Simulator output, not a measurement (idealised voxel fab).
Documented hereafter: the process module known as voxel gate over fins.
The width of the displayed cross-section, cut, is 140 nm; its cells are square, with a size of 5 nm.
This document writes a cross-section as a grid whose cells are square, and gives it as bands, listed from the top down; one or more rows of cells form a band.
The band entry comprises the height of the band's top followed by the height of its bottom, expressed in nm, and subsequently the band's materials from left to right, each stated together with its width in nm. Where a single material is marked with the word "edge to edge", that material fills the band from edge to edge. The word "air" represents empty space.
Basically, 0 is our baseline, since under it the wafer straight out of the box is all one material. The bottom band has no lower end and keeps on going down, so it looks like "0..down".
Top row gets the first number, bottom row gets the second, and each row in between changes by the same step: that is how a band width like "30..40" works.
"changes: none" -> step changed no cross-section cell.
In the "Trapped voids" entry, you get each enclosed empty space of 8 cells or more, one with no open way to the top, written width x height at distance, distance from the left edge, in nm.
Anything after a step's settings on that line? It's the simulator's own note about the step.
On any step carrying a mask, the "overlay nm" setting, if present on the step's line, tells how far right of its planned place the mask lay; negative values point to the left.
**Below is the list of planned process steps**
- 1: op RECEIVE | material Si
- 2: op CONFORMAL_DEP | material SiN | thk nm 10
- 3: op DIRECTIONAL_DEP | material aC | thk nm 10
- 4: op PATTERN | tone cover | mask id FINS | material resist | width nm 15 | pitch nm 55 | thk nm 25 | overlay nm 0
- 5: op DIRECTIONAL_ETCH | etch materials aC | depth nm 10
- 6: op STRIP | etch materials resist
- 7: op DIRECTIONAL_ETCH | etch materials SiN | depth nm 10
- 8: op DIRECTIONAL_ETCH | etch materials Si | depth nm 35
- 9: op STRIP | etch materials aC
- 10: op OXIDIZE | depth nm 5
- 11: op FILL_DEP | material SiO2 | thk nm 10
- 12: op CMP | height nm 10
- 13: op DIRECTIONAL_DEP | material aC | thk nm 15
- 14: op PATTERN | tone open | mask id RAIL | material resist | width nm 15 | thk nm 30 | overlay nm 0
- 15: op DIRECTIONAL_ETCH | etch materials aC | depth nm 15
- 16: op STRIP | etch materials resist
- 17: op DIRECTIONAL_ETCH | etch materials SiO2 | depth nm 40
- 18: op STRIP | etch materials aC
- 19: op CONFORMAL_DEP | material TiN | thk nm 5
- 20: op FILL_DEP | material Ru | thk nm 10
- 21: op CMP | height nm 10
- 22: op SELECTIVE_ETCH | etch materials W Ru TiN | depth nm 25
- 23: op FILL_DEP | material SiO2 | thk nm 5
- 24: op CMP | height nm 10
- 25: op SELECTIVE_ETCH | etch materials SiO2 | depth nm 20
- 26: op STRIP | etch materials SiN
- 27: op CONFORMAL_DEP | material HfO2 | thk nm 5
- 28: op CONFORMAL_DEP | material TiN | thk nm 5
- 29: op CONFORMAL_DEP | material TiAl | thk nm 5
- 30: op CONFORMAL_DEP | material TiN | thk nm 5
- 31: op FILL_DEP | material W | thk nm 15
- 32: op CMP | height nm 30
- 33: op CONFORMAL_DEP | material SiCN | thk nm 10
The value of width nm given for step 14 in the plan refers to the first wafer; the wafers vary in this setting and are alike at the start.
**Incoming state of the first of several wafers in cross-section: after step 1**
> 0..down: Si edge to edge
> Trapped voids: none
**Module finished, last step 33 done: cross-section of the first of several wafers**
> 40..30: SiCN edge to edge
> 30..20: W edge to edge
> 20..15: 20 W / 45 TiN / 10 W / 45 TiN / 20 W
> 15..10: 20 W / 5 TiN / 35 TiAl / 5 TiN / 10 W / 5 TiN / 35 TiAl / 5 TiN / 20 W
> 10..5: 25 TiN / 5 TiAl / 25 TiN / 5 TiAl / 20 TiN / 5 TiAl / 25 TiN / 5 TiAl / 25 TiN
> 5..0: 30 TiAl / 5 TiN / 15 HfO2 / 5 TiN / 30 TiAl / 5 TiN / 15 HfO2 / 5 TiN / 30 TiAl
> 0..-5: 35 TiN / 5 HfO2 / 5 Si / 5 HfO2 / 40 TiN / 5 HfO2 / 5 Si / 5 HfO2 / 35 TiN
> -5..-10: 40 HfO2 / 5 Si / 50 HfO2 / 5 Si / 40 HfO2
> -10..-15: 40 SiO2 / 5 Si / 50 SiO2 / 5 Si / 40 SiO2
> -15..-25: 40 SiO2 / 5 Si / 15 SiO2 / 5 TiN / 5 Ru / 5 TiN / 20 SiO2 / 5 Si / 40 SiO2
> -25..-30: 40 SiO2 / 5 Si / 15 SiO2 / 15 TiN / 20 SiO2 / 5 Si / 40 SiO2
> -30..-40: 40 SiO2 / 5 Si / 50 SiO2 / 5 Si / 40 SiO2
> -40..down: Si edge to edge
> Trapped voids: none
**Cross-sectional view of the final wafer of several at the module's end**
> 40..30: SiCN edge to edge
> 30..20: W edge to edge
> 20..15: 20 W / 45 TiN / 10 W / 45 TiN / 20 W
> 15..10: 20 W / 5 TiN / 35 TiAl / 5 TiN / 10 W / 5 TiN / 35 TiAl / 5 TiN / 20 W
> 10..5: 25 TiN / 5 TiAl / 25 TiN / 5 TiAl / 20 TiN / 5 TiAl / 25 TiN / 5 TiAl / 25 TiN
> 5..0: 30 TiAl / 5 TiN / 15 HfO2 / 5 TiN / 30 TiAl / 5 TiN / 15 HfO2 / 5 TiN / 30 TiAl
> 0..-5: 35 TiN / 5 HfO2 / 5 Si / 5 HfO2 / 40 TiN / 5 HfO2 / 5 Si / 5 HfO2 / 35 TiN
> -5..-10: 40 HfO2 / 5 Si / 50 HfO2 / 5 Si / 40 HfO2
> -10..-15: 40 SiO2 / 5 Si / 50 SiO2 / 5 Si / 40 SiO2
> -15..-25: 40 SiO2 / 5 Si / 10 SiO2 / 5 TiN / 20 Ru / 5 TiN / 10 SiO2 / 5 Si / 40 SiO2
> -25..-30: 40 SiO2 / 5 Si / 10 SiO2 / 30 TiN / 10 SiO2 / 5 Si / 40 SiO2
> -30..-40: 40 SiO2 / 5 Si / 50 SiO2 / 5 Si / 40 SiO2
> -40..down: Si edge to edge
> Trapped voids: none
**For your reference, the table is organized with a row per wafer; each row reflects the wafer at the end of the module, indicating for each material the cells gained (+) or lost (-) since receipt, and thereafter its closed voids**
width nm 15; +36 HfO2; +2 Ru; -208 Si; +56 SiCN; +147 SiO2; +36 TiAl; +79 TiN; +76 W; Trapped voids: none
width nm 20; +36 HfO2; +4 Ru; -208 Si; +56 SiCN; +144 SiO2; +36 TiAl; +80 TiN; +76 W; Trapped voids: none
width nm 25; +36 HfO2; +6 Ru; -208 Si; +56 SiCN; +141 SiO2; +36 TiAl; +81 TiN; +76 W; Trapped voids: none
width nm 30; +36 HfO2; +8 Ru; -208 Si; +56 SiCN; +138 SiO2; +36 TiAl; +82 TiN; +76 W; Trapped voids: none
